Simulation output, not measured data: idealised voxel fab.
A process module follows: voxel self aligned vias.
In the cross-section labelled cut, the width is 220 nm and each square cell is 5 nm.
Throughout this document, each cross-section is represented as a grid of square cells and is presented as a sequence of bands enumerated from the top downward, where a band comprises one or more rows of cells.
Top height, bottom height, nm. Materials left to right, width each, nm. Single material + "full width" = fills band edge to edge. "blank" = empty.
All heights in this document are referenced to 0, defined as the level beneath which the wafer, as received, consists entirely of one material. The lowest band is not bounded below; it extends indefinitely downward and is written in the form "0 nm and below".
Read "30 to 40" as a graded width: first number on top, second number at the bottom, same change between each pair of neighbouring rows.
Take "no change occurred" at face value: in the step it is given for, the cross-section changed in none of its cells.
Entry "Enclosed void list" = empty spaces >= 8 cells with no open way to the top; each as width x height at distance, distance from left edge, all nm.
Note: text after step settings on the step line = simulator remark on that step.
overlay nm: step with mask; distance mask lay right of planned place; negative value = left of planned place.
The process steps that were planned are listed below
1. op RECEIVE | material Si
2. op CONFORMAL_DEP | material SiO2 | thk nm 10
3. op CONFORMAL_DEP | material SiCN | thk nm 5
4. op DIRECTIONAL_DEP | material lowk | thk nm 20
5. op PATTERN | tone open | mask id LINES | material resist | width nm 25 | pitch nm 70 | thk nm 20 | overlay nm 0
6. op DIRECTIONAL_ETCH | etch materials lowk | depth nm 20
7. op STRIP | etch materials resist
8. op CONFORMAL_DEP | material TiN | thk nm 5
9. op FILL_DEP | material Ru | thk nm 5
10. op CMP | height nm 35
11. op SELECTIVE_ETCH | etch materials W Ru TiN | depth nm 10
12. op FILL_DEP | material SiN | thk nm 5
13. op CMP | height nm 35
14. op DIRECTIONAL_DEP | material lowk | thk nm 20
15. op DIRECTIONAL_DEP | material aC | thk nm 10
16. op PATTERN | tone open | mask id VIAS | material resist | width nm 45 | pitch nm 70 | thk nm 25 | overlay nm 0
17. op DIRECTIONAL_ETCH | etch materials aC | depth nm 10
18. op STRIP | etch materials resist
19. op DIRECTIONAL_ETCH | etch materials lowk | depth nm 20
20. op DIRECTIONAL_ETCH | etch materials SiN | depth nm 10
21. op STRIP | etch materials aC
22. op CONFORMAL_DEP | material TiN | thk nm 5
23. op FILL_DEP | material Ru | thk nm 10
24. op CMP | height nm 55
25. op CONFORMAL_DEP | material SiCN | thk nm 5
Cross-section: wafer on arrival = after step 1
0 nm and below = Si full width
Enclosed void list: none
Wafer cross-section at module end: first of two, run to plan
60 nm to 55 nm = SiCN full width
55 nm to 40 nm = lowk (50)  TiN (5)  Ru (35)  TiN (5)  lowk (25)  TiN (5)  Ru (35)  TiN (5)  lowk (55)
40 nm to 30 nm = lowk (50 to 60)  TiN (15 to 5)  Ru (15)  TiN (15 to 5)  lowk (25 to 45)  TiN (15 to 5)  Ru (15)  TiN (15 to 5)  lowk (55 to 65)
30 nm to 25 nm = lowk (60)  TiN (25)  lowk (45)  TiN (25)  lowk (65)
25 nm to 20 nm = lowk (60)  TiN (5)  Ru (15)  TiN (5)  lowk (45)  TiN (5)  Ru (15)  TiN (5)  lowk (65)
20 nm to 15 nm = lowk (60)  TiN (25)  lowk (45)  TiN (25)  lowk (65)
15 nm to 10 nm = SiCN full width
10 nm to 0 nm = SiO2 full width
0 nm and below = Si full width
Enclosed void list: none
Wafer two cross-section, module end. Start and plan unchanged from wafer one; one mistake made during the run
60 nm to 55 nm = SiCN full width
55 nm to 40 nm = lowk (50)  TiN (5)  Ru (35)  TiN (5)  lowk (25)  TiN (5)  Ru (35)  TiN (5)  lowk (55)
40 nm to 35 nm = lowk (50)  TiN (45)  lowk (25)  TiN (45)  lowk (55)
35 nm to 25 nm = SiN (50)  TiN (10)  lowk (25)  TiN (10)  SiN (25)  TiN (10)  lowk (25)  TiN (10)  SiN (55)
25 nm to 20 nm = Ru (55)  TiN (5)  lowk (25)  TiN (5)  Ru (35)  TiN (5)  lowk (25)  TiN (5)  Ru (60)
20 nm to 15 nm = TiN (60)  lowk (25)  TiN (45)  lowk (25)  TiN (65)
15 nm to 10 nm = SiCN full width
10 nm to 0 nm = SiO2 full width
0 nm and below = Si full width
Enclosed void list: none
what went wrong: step 5 did not happen as planned, as run it was op PATTERN | tone cover | mask id LINES | material resist | width nm 25 | pitch nm 70 | thk nm 20 | overlay nm 0
Counted in cells at the end, the second wafer holds more or fewer of these materials than the first: Ru +12, SiN +52, TiN +32, lowk -96
